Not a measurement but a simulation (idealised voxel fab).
The following process module bears the name voxel capacitor over wiring.
Xsec cut, 215 nm wide, square cell size 5 nm.
A cross-section in this document is a grid of square cells, and it is written down as bands, the top band listed before the ones below it; a band is made up of one or more rows of cells.
Per band: top height and bottom height in nm, followed by the left-to-right materials and their widths in nm; "all across" marks a single material spanning edge to edge, "empty" marks empty space.
Height reference: 0 = level under which incoming wafer is all one material. Lowest band: no bottom, runs on downward, e.g. "0..down".
The width entry "30->40" should be interpreted row by row: the top row of cells in the band takes the first number, the bottom row takes the second number, and the change between adjacent rows is uniform throughout.
When a step is marked "identical to before", none of the cells in the cross-section changed during that step.
If an empty space has no open way to the top and is at least 8 cells in size, "Enclosed voids" lists it, written width x height at distance, where distance is measured from the left edge and every value is in nm.
Where a step's line continues beyond its settings, the continuation is a remark by the simulator itself on that step.
"overlay nm" denotes, for a step that has a mask, the displacement of the mask to the right of its planned place, with negative values corresponding to the left.

**Here's what the planned process steps look like**
1. RECEIVE (material Si)
2. CONFORMAL_DEP (material SiO2; thk nm 10)
3. CONFORMAL_DEP (material SiN; thk nm 5)
4. DIRECTIONAL_DEP (material lowk; thk nm 15)
5. MASKED_ETCH (tone open; mask id METAL_1; width nm 30; pitch nm 100; etch materials lowk; depth nm 15; overlay nm 0)
6. MASKED_ETCH (tone open; mask id METAL_1; width nm 30; pitch nm 100; etch materials SiN; depth nm 5; overlay nm 0)
7. CONFORMAL_DEP (material TiN; thk nm 5)
8. FILL_DEP (material Cu; thk nm 10)
9. CMP (height nm 30)
10. CONFORMAL_DEP (material SiCN; thk nm 5)
11. DIRECTIONAL_DEP (material SiO2; thk nm 15)
12. DIRECTIONAL_DEP (material aC; thk nm 15)
13. PATTERN (tone open; mask id PLUG_1; material resist; width nm 15; thk nm 30; overlay nm 0)
14. DIRECTIONAL_ETCH (etch materials aC; depth nm 15)
15. STRIP (etch materials resist)
16. DIRECTIONAL_ETCH (etch materials SiO2; depth nm 15)
17. DIRECTIONAL_ETCH (etch materials SiCN; depth nm 5)
18. STRIP (etch materials aC)
19. CONFORMAL_DEP (material TiN; thk nm 5)
20. FILL_DEP (material Cu; thk nm 5)
21. CMP (height nm 50)
22. DIRECTIONAL_DEP (material TiN; thk nm 10)
23. DIRECTIONAL_DEP (material HfO2; thk nm 5)
24. DIRECTIONAL_DEP (material TiN; thk nm 5)
25. DIRECTIONAL_DEP (material aC; thk nm 10)
26. PATTERN (tone cover; mask id UPPER_PLATE; material resist; width nm 75; thk nm 30; overlay nm 0)
27. DIRECTIONAL_ETCH (etch materials aC; depth nm 10)
28. STRIP (etch materials resist)
29. DIRECTIONAL_ETCH (etch materials TiN; depth nm 5)
30. DIRECTIONAL_ETCH (etch materials HfO2; depth nm 5)
31. STRIP (etch materials aC)
32. DIRECTIONAL_DEP (material aC; thk nm 10)
33. PATTERN (tone cover; mask id LOWER_PLATE; material resist; width nm 85; thk nm 25; overlay nm 0)
34. DIRECTIONAL_ETCH (etch materials aC; depth nm 10)
35. STRIP (etch materials resist)
36. DIRECTIONAL_ETCH (etch materials TiN; depth nm 10)
37. STRIP (etch materials aC)
38. FILL_DEP (material SiO2; thk nm 15)
39. CMP (height nm 80)
40. PATTERN (tone open; mask id PLUG_2; material resist; width nm 15; thk nm 15; overlay nm 0)
41. DIRECTIONAL_ETCH (etch materials SiO2; depth nm 10)
42. STRIP (etch materials resist)
43. CONFORMAL_DEP (material TiN; thk nm 5)
44. FILL_DEP (material W; thk nm 10)
45. CMP (height nm 80)
46. CONFORMAL_DEP (material SiCN; thk nm 5)

**Cross-sectional view of the wafer in its as-received condition, corresponding to the state after step 1**
  0..down: Si all across
  Enclosed voids: none

**End-of-module cross-section. Starting structure and process plan as above; one mistake made in running it**
  85..80: SiCN all across
  80..75: W (60), then TiN (5), then SiO2 (15), then TiN (5), then W (130)
  75..70: TiN (65), then SiO2 (15), then TiN (135)
  70..65: SiO2 (55), then TiN (75), then SiO2 (85)
  65..60: SiO2 (55), then HfO2 (75), then SiO2 (85)
  60..50: SiO2 (50), then TiN (85), then SiO2 (80)
  50..35: SiO2 (55), then TiN (5), then Cu (5), then TiN (5), then SiO2 (145)
  35..30: SiCN (55), then TiN (15), then SiCN (145)
  30..15: lowk (40), then TiN (5), then Cu (20), then TiN (5), then lowk (70), then TiN (5), then Cu (20), then TiN (5), then lowk (45)
  15..10: SiN (40), then TiN (30), then SiN (70), then TiN (30), then SiN (45)
  10..0: SiO2 all across
  0..down: Si all across
  Enclosed voids: none
Which mistake was made when the wafer was run? step 40 did not use the planned setting and instead ran as PATTERN (tone cover; mask id PLUG_2; material resist; width nm 15; thk nm 15; overlay nm 0)
